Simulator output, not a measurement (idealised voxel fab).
Title: Process Module voxel quadruple lines
Square cell edge 5 nm, section width 245 nm, ID cut.
Notation: cross-section as square-cell grid; stated in bands, top first, going down; one or more cell rows per band. A band entry consists of two parts. The first gives the height of the band's top and the height of its bottom, in nm. The rest lists the band's materials from left to right, each with its width in nm. A single material labelled with the word "throughout" fills the band from edge to edge, and the word "air" marks empty space. Where do heights start? At 0: under that level the wafer as delivered is made of one material only. And the lowest band has no floor; it just carries on downward, as in "0 -> down". A width such as "30..40" changes by the same amount from each row of cells to the next, from the band's top row to its bottom row. "same as before" after a step means that no cell of the cross-section changed. "Fully closed voids" enumerates empty spaces isolated from the top, with no open way to it, that contain at least 8 cells, giving each as width x height at distance from the left edge, all three in nm. Anything after a step's settings on that line? It's the simulator's own note about the step. overlay nm: where the mask lay relative to plan, measured to the right, on steps with a mask; negatives go left.
Steps in the process plan
- 1: RECEIVE | material Si
- 2: CONFORMAL_DEP | material Al2O3 | thk nm 5
- 3: DIRECTIONAL_DEP | material TiN | thk nm 10
- 4: DIRECTIONAL_DEP | material polySi | thk nm 20
- 5: DIRECTIONAL_DEP | material aC | thk nm 25
- 6: PATTERN | tone cover | mask id MANDREL | material resist | width nm 35 | pitch nm 100 | thk nm 30 | overlay nm 0
- 7: DIRECTIONAL_ETCH | etch materials aC | depth nm 25
- 8: STRIP | etch materials resist
- 9: CONFORMAL_DEP | material SiO2 | thk nm 15
- 10: DIRECTIONAL_ETCH | etch materials SiO2 | depth nm 15
- 11: STRIP | etch materials aC
- 12: DIRECTIONAL_ETCH | etch materials polySi | depth nm 20
- 13: STRIP | etch materials SiO2
- 14: CONFORMAL_DEP | material SiCN | thk nm 10
- 15: DIRECTIONAL_ETCH | etch materials SiCN | depth nm 10
- 16: STRIP | etch materials polySi
- 17: DIRECTIONAL_ETCH | etch materials TiN | depth nm 10
- 18: STRIP | etch materials SiCN
As received (post step 1): cross-section
  0 -> down | Si throughout
  Fully closed voids: none
Cross-sectional image of the first of two wafers at the end of the module, the run having proceeded as planned
  15 -> 5 | air (30) | TiN (10) | air (15) | TiN (10) | air (15) | TiN (10) | air (15) | TiN (10) | air (15) | TiN (10) | air (15) | TiN (10) | air (15) | TiN (10) | air (15) | TiN (10) | air (30)
  5 -> 0 | Al2O3 throughout
  0 -> down | Si throughout
  Fully closed voids: none
Wafer two (of two), end-of-module cross-section: start = wafer one, plan = wafer one, one run mistake
  15 -> 5 | air (30) | TiN (10) | air (15) | TiN (10) | air (15) | TiN (10) | air (15) | TiN (10) | air (15) | TiN (10) | air (15) | TiN (10) | air (15) | TiN (10) | air (15) | TiN (10) | air (30)
  5 -> 0 | polySi throughout
  0 -> down | Si throughout
  Fully closed voids: none
What was the processing mistake? step 2 deviated from plan and actually ran as CONFORMAL_DEP | material polySi | thk nm 5
Final difference in cells, second wafer against first, listed per material as more or fewer: 49 fewer of Al2O3, 49 more of polySi
